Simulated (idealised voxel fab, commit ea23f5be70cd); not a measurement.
process module | voxel released beams
cross-section cut | 170 nm wide | cells 5 nm
A cross-section is a grid of square cells, given in bands from the top down. A band is one or more rows of cells.
Each band's line starts with the height of the band's top and of its bottom, in nm. Then come its materials from left to right, each with its width in nm. One material with "throughout" fills the band from edge to edge. "air" is empty space.
Height 0 is the level under which the wafer as received is all one material. The lowest band goes on downwards, as in "0 down".
A width such as "30 to 40" changes by the same amount from each row of cells to the next, from the band's top row to its bottom row.
"no change" after a step means that no cell of the cross-section changed.
closed voids: empty space of 8 cells or more with no open way to the top, each as width x height at its distance from the left edge, in nm
after a step's settings: what the simulator itself notes on the step
overlay nm, on a step with a mask: how far to the right of its planned place the mask lay; to the left if negative
plan
1 op RECEIVE | material Si
2 op CONFORMAL_DEP | material SiN | thk nm 5
3 op DIRECTIONAL_DEP | material SiO2 | thk nm 20
4 op DIRECTIONAL_DEP | material aC | thk nm 15
5 op PATTERN | tone open | mask id ANCHOR | material resist | width nm 45 | thk nm 30 | overlay nm 0
6 op DIRECTIONAL_ETCH | etch materials aC | depth nm 15
7 op STRIP | etch materials resist
8 op DIRECTIONAL_ETCH | etch materials SiO2 | depth nm 20
9 op STRIP | etch materials aC
10 op CONFORMAL_DEP | material polySi | thk nm 15
11 op DIRECTIONAL_DEP | material aC | thk nm 10
12 op PATTERN | tone cover | mask id BEAM | material resist | width nm 90 | thk nm 25 | overlay nm 0
13 op DIRECTIONAL_ETCH | etch materials aC | depth nm 10
14 op STRIP | etch materials resist
15 op DIRECTIONAL_ETCH | etch materials polySi | depth nm 15
16 op STRIP | etch materials aC
17 op STRIP | etch materials SiO2
as received, after step 1
  0 down: Si throughout
  closed voids: none
first wafer at the end, as planned
  40 to 25: air 35 | polySi 20 | air 15 | polySi 55 | air 45
  25 to 20: air 40 | polySi 15 | air 15 | polySi 15 | air 85
  20 to 5: air 40 | polySi 45 | air 85
  5 to 0: SiN throughout
  0 down: Si throughout
  closed voids: none
second wafer at the end: like start, like plan, one mistake
  40 to 25: air 35 | polySi 65 | air 70
  25 to 20: air 25 | polySi 15 | SiO2 45 | polySi 15 | air 70
  20 to 5: air 25 | polySi 15 | SiO2 45 | polySi 40 | air 45
  5 to 0: SiN throughout
  0 down: Si throughout
  closed voids: none
what went wrong: step 5 ran as: op PATTERN | tone cover | mask id ANCHOR | material resist | width nm 45 | thk nm 30 | overlay nm 0
at the end the second wafer has, in cells: 36 more of SiO2
